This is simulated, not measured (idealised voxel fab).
This is a process module. Its name is voxel air gaps.
In the cross-section labelled cut, the width is 215 nm and each square cell is 5 nm.
Just so we're on the same page, the cross-sections are grids of square cells, and they're listed out in bands top to bottom, each band one or more rows deep. Within each band entry, the heights of the top and of the bottom of the band appear first, in that order and in nm; the materials of the band then follow from left to right, each with its corresponding width in nm. The designation "throughout" on a single material indicates that it fills the band from edge to edge; the designation "air" indicates empty space. The reference from which all heights are counted is 0, the level beneath which the as-received wafer is entirely one material; the lowest band, having no lower bound, proceeds downward and is written after the example "from 0 down". The two numbers in a width such as "30..40" mark its ends across the band: the first belongs to the top row of cells, the second to the bottom row, and from each row to the next the width moves by the same amount. You'll sometimes find "remains unaltered" written for a step, and that's the way of saying that nowhere in the cross-section did a cell change during that step. Empty spaces without an open route to the top, at least 8 cells in extent, make up the entry "Internal closed voids"; each is given as width x height at distance, where the distance is measured from the left edge, and all are in nm. Anything after a step's settings on that line? It's the simulator's own note about the step. What "overlay nm" on a step's line means: if the step has a mask, that mask lay this far to the right of its planned place, or, when the value is negative, to the left.
### plan
- 1: RECEIVE: material Si
- 2: CONFORMAL_DEP: material SiO2, thk nm 10
- 3: CONFORMAL_DEP: material SiCN, thk nm 5
- 4: DIRECTIONAL_DEP: material lowk, thk nm 40
- 5: DIRECTIONAL_DEP: material aC, thk nm 10
- 6: PATTERN: tone open, mask id LINES, material resist, width nm 20, pitch nm 50, thk nm 30, overlay nm 0
- 7: DIRECTIONAL_ETCH: etch materials aC, depth nm 10
- 8: STRIP: etch materials resist
- 9: DIRECTIONAL_ETCH: etch materials lowk, depth nm 40
- 10: STRIP: etch materials aC
- 11: CONFORMAL_DEP: material TiN, thk nm 5
- 12: FILL_DEP: material Cu, thk nm 5
- 13: CMP: height nm 55
- 14: EPI: material Ru, thk nm 10
- 15: SELECTIVE_ETCH: etch materials lowk, depth nm 50
- 16: CONFORMAL_DEP: material SiCN, thk nm 5
### So this is the incoming wafer in cross-section - it's already been through step 1
    from 0 down  Si throughout
    Internal closed voids: none
### Wafer cross-section at end of module: start and plan as shown above, one execution error
    from 80 to 75  air (20); SiCN (170); air (25)
    from 75 to 55  air (20); SiCN (5); Ru (160); SiCN (5); air (25)
    from 55 to 50  air (20); SiCN (25); TiN (5); Cu (10); TiN (5); lowk (30); TiN (5); Cu (10); TiN (5); lowk (30); TiN (5); Cu (10); TiN (5); SiCN (25); air (25)
    from 50 to 20  air (40); SiCN (5); TiN (5); Cu (10); TiN (5); lowk (30); TiN (5); Cu (10); TiN (5); lowk (30); TiN (5); Cu (10); TiN (5); SiCN (5); air (45)
    from 20 to 15  SiCN (45); TiN (20); lowk (30); TiN (20); lowk (30); TiN (20); SiCN (50)
    from 15 to 10  SiCN throughout
    from 10 to 0  SiO2 throughout
    from 0 down  Si throughout
    Internal closed voids: none
What was done differently from what was planned? step 14, plan: ran twice
